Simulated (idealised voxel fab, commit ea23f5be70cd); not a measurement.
This is a process module. Its name is voxel lift off.
Cross-sectional view cut (width: 285 nm; square cell size: 5 nm).
A cross-section is written here as square cells arranged in a grid, and it is given in bands from the top down, each band taking up one or more rows of cells.
Top, bottom (nm), then materials left to right with widths (nm); lone material tagged "everywhere" fills the whole band edge to edge; "empty" = empty space.
Heights are measured from 0, the level below which the as-received wafer is all one material; the lowest band has no bottom and continues downward, written as in "0 and below".
The notation "30->40" denotes a width that varies across the rows of cells in the band, beginning at the first number in the top row, finishing at the second number in the bottom row, and changing by an identical amount from each row to the next.
What does "nothing altered" mean for a step? It means no cell of the cross-section changed in that step.
Voids not open to the top, 8 cells minimum: see "Cavities, sealed". Written width x height at distance; distance is from the left edge; nm.
Past the settings on a step's line: simulator remark, on that step.
overlay nm: mask right of planned place by this much (step with mask). Neg. = left.
Planned process steps:
1) RECEIVE [material Si]
2) CONFORMAL_DEP [material Al2O3] [thk nm 10]
3) PATTERN [tone open] [mask id LINES] [material resist] [width nm 25] [pitch nm 50] [thk nm 25] [overlay nm 0]
4) DIRECTIONAL_DEP [material Ru] [thk nm 10]
5) STRIP [etch materials resist]
6) CONFORMAL_DEP [material SiO2] [thk nm 5]
First of the two wafers, run per plan:
Wafer cross-section on receipt, i.e. after step 1:
- 0 and below  Si everywhere
- Cavities, sealed: none
Wafer after step 2 (cross-section):
- 10 down to 0  Al2O3 everywhere
- Everything below 0 is unchanged.
Wafer after step 3 (cross-section):
- 35 down to 10  resist: 105, empty: 25, resist: 25, empty: 25, resist: 105
- Everything below 10 is unchanged.
Wafer after step 4 (cross-section):
- 45 down to 35  Ru: 105, empty: 25, Ru: 25, empty: 25, Ru: 105
- 35 down to 20  resist: 105, empty: 25, resist: 25, empty: 25, resist: 105
- 20 down to 10  resist: 105, Ru: 25, resist: 25, Ru: 25, resist: 105
- Everything below 10 is unchanged.
Wafer after step 5 (cross-section):
- 20 down to 10  empty: 105, Ru: 25, empty: 25, Ru: 25, empty: 105
- Everything below 10 is unchanged.
Wafer after step 6 (cross-section):
- 25 down to 20  empty: 100, SiO2: 35, empty: 15, SiO2: 35, empty: 100
- 20 down to 15  empty: 100, SiO2: 5, Ru: 25, SiO2: 5, empty: 15, SiO2: 5, Ru: 25, SiO2: 5, empty: 100
- 15 down to 10  SiO2: 105, Ru: 25, SiO2: 25, Ru: 25, SiO2: 105
- Everything below 10 is unchanged.
The Second Wafer: Common Origin and Plan, One Mistake in Execution, Identical to the First Through Step 2:
Second wafer, sectioned view, at step 3's planned end time:
- 35 down to 10  resist: 95, empty: 25, resist: 25, empty: 25, resist: 115
- Everything below 10 is unchanged.
Second wafer, sectioned view, at step 4's planned end time:
- 45 down to 35  Ru: 95, empty: 25, Ru: 25, empty: 25, Ru: 115
- 35 down to 20  resist: 95, empty: 25, resist: 25, empty: 25, resist: 115
- 20 down to 10  resist: 95, Ru: 25, resist: 25, Ru: 25, resist: 115
- Everything below 10 is unchanged.
Second wafer, sectioned view, at step 5's planned end time:
- 20 down to 10  empty: 95, Ru: 25, empty: 25, Ru: 25, empty: 115
- Everything below 10 is unchanged.
Second wafer, sectioned view, at step 6's planned end time:
- 25 down to 20  empty: 90, SiO2: 35, empty: 15, SiO2: 35, empty: 110
- 20 down to 15  empty: 90, SiO2: 5, Ru: 25, SiO2: 5, empty: 15, SiO2: 5, Ru: 25, SiO2: 5, empty: 110
- 15 down to 10  SiO2: 95, Ru: 25, SiO2: 25, Ru: 25, SiO2: 115
- Everything below 10 is unchanged.
The mistake made against the process plan was this: step 3 ran with different settings than intended, the actual operation and settings being PATTERN [tone open] [mask id LINES] [material resist] [width nm 25] [pitch nm 50] [thk nm 25] [overlay nm -10]
At the end, each material covers as many cells on the second wafer as it does on the first, though the cells it covers are elsewhere.
